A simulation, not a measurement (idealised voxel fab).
process module | voxel self aligned vias
cross-section cut | 225 nm wide | cells 5 nm
A cross-section is a grid of square cells, given in bands from the top down. A band is one or more rows of cells.
Each band's line starts with the height of the band's top and of its bottom, in nm. Then come its materials from left to right, each with its width in nm. One material with "throughout" fills the band from edge to edge. "air" is empty space.
Height 0 is the level under which the wafer as received is all one material. The lowest band goes on downwards, as in "0 down".
A width such as "30 to 40" changes by the same amount from each row of cells to the next, from the band's top row to its bottom row.
"no change" after a step means that no cell of the cross-section changed.
closed voids: empty space of 8 cells or more with no open way to the top, each as width x height at its distance from the left edge, in nm
after a step's settings: what the simulator itself notes on the step
overlay nm, on a step with a mask: how far to the right of its planned place the mask lay; to the left if negative
plan
1 op RECEIVE | material Si
2 op CONFORMAL_DEP | material SiO2 | thk nm 10
3 op CONFORMAL_DEP | material SiCN | thk nm 5
4 op DIRECTIONAL_DEP | material lowk | thk nm 20
5 op MASKED_ETCH | tone open | mask id LINES | width nm 30 | pitch nm 55 | etch materials lowk | depth nm 20 | overlay nm -15
6 op CONFORMAL_DEP | material TiN | thk nm 5
7 op FILL_DEP | material Ru | thk nm 10
8 op CMP | height nm 35
9 op SELECTIVE_ETCH | etch materials W Ru TiN | depth nm 5
10 op FILL_DEP | material SiN | thk nm 5
11 op CMP | height nm 35
12 op DIRECTIONAL_DEP | material lowk | thk nm 15
13 op DIRECTIONAL_DEP | material aC | thk nm 10
14 op PATTERN | tone open | mask id VIAS | material resist | width nm 40 | pitch nm 55 | thk nm 30 | overlay nm 0
15 op DIRECTIONAL_ETCH | etch materials aC | depth nm 10
16 op STRIP | etch materials resist
17 op DIRECTIONAL_ETCH | etch materials lowk | depth nm 15
18 op DIRECTIONAL_ETCH | etch materials SiN | depth nm 5
19 op STRIP | etch materials aC
20 op CONFORMAL_DEP | material TiN | thk nm 5
21 op FILL_DEP | material Ru | thk nm 10
22 op CMP | height nm 50
23 op CONFORMAL_DEP | material SiN | thk nm 5
varied across the wafers: overlay nm of step 5. The plan shows the first wafer's value. All wafers start alike
first wafer as received, after step 1
  0 down: Si throughout
  closed voids: none
first wafer at the end, after step 23
  55 to 50: SiN throughout
  50 to 40: lowk 35 | TiN 5 | Ru 30 | TiN 5 | lowk 15 | TiN 5 | Ru 30 | TiN 5 | lowk 15 | TiN 5 | Ru 30 | TiN 5 | lowk 40
  40 to 35: lowk 35 | TiN 5 | Ru 10 | TiN 25 | lowk 15 | TiN 5 | Ru 10 | TiN 25 | lowk 15 | TiN 5 | Ru 10 | TiN 25 | lowk 40
  35 to 30: lowk 25 | SiN 10 | TiN 20 | lowk 25 | SiN 10 | TiN 20 | lowk 25 | SiN 10 | TiN 20 | lowk 60
  30 to 20: lowk 25 | TiN 5 | Ru 20 | TiN 5 | lowk 25 | TiN 5 | Ru 20 | TiN 5 | lowk 25 | TiN 5 | Ru 20 | TiN 5 | lowk 60
  20 to 15: lowk 25 | TiN 30 | lowk 25 | TiN 30 | lowk 25 | TiN 30 | lowk 60
  15 to 10: SiCN throughout
  10 to 0: SiO2 throughout
  0 down: Si throughout
  closed voids: none
last wafer at the end
  55 to 50: SiN throughout
  50 to 40: lowk 35 | TiN 5 | Ru 30 | TiN 5 | lowk 15 | TiN 5 | Ru 30 | TiN 5 | lowk 15 | TiN 5 | Ru 30 | TiN 5 | lowk 40
  40 to 35: lowk 35 | TiN 25 | Ru 10 | TiN 5 | lowk 15 | TiN 25 | Ru 10 | TiN 5 | lowk 15 | TiN 25 | Ru 10 | TiN 5 | lowk 40
  35 to 30: lowk 55 | TiN 20 | SiN 10 | lowk 25 | TiN 20 | SiN 10 | lowk 25 | TiN 20 | SiN 10 | lowk 30
  30 to 20: lowk 55 | TiN 5 | Ru 20 | TiN 5 | lowk 25 | TiN 5 | Ru 20 | TiN 5 | lowk 25 | TiN 5 | Ru 20 | TiN 5 | lowk 30
  20 to 15: lowk 55 | TiN 30 | lowk 25 | TiN 30 | lowk 25 | TiN 30 | lowk 30
  15 to 10: SiCN throughout
  10 to 0: SiO2 throughout
  0 down: Si throughout
  closed voids: none
each wafer at the end: cells of each material gained (+) or lost (-) since it was received, then its closed voids
overlay nm -15 | +66 Ru | +45 SiCN | +51 SiN | +90 SiO2 | +72 TiN | +171 lowk | closed voids: none
overlay nm -10 | +69 Ru | +45 SiCN | +48 SiN | +90 SiO2 | +72 TiN | +171 lowk | closed voids: none
overlay nm -5 | +72 Ru | +45 SiCN | +45 SiN | +90 SiO2 | +72 TiN | +171 lowk | closed voids: none
overlay nm 0 | +72 Ru | +45 SiCN | +45 SiN | +90 SiO2 | +72 TiN | +171 lowk | closed voids: none
overlay nm 5 | +72 Ru | +45 SiCN | +45 SiN | +90 SiO2 | +72 TiN | +171 lowk | closed voids: none
overlay nm 10 | +69 Ru | +45 SiCN | +48 SiN | +90 SiO2 | +72 TiN | +171 lowk | closed voids: none
overlay nm 15 | +66 Ru | +45 SiCN | +51 SiN | +90 SiO2 | +72 TiN | +171 lowk | closed voids: none
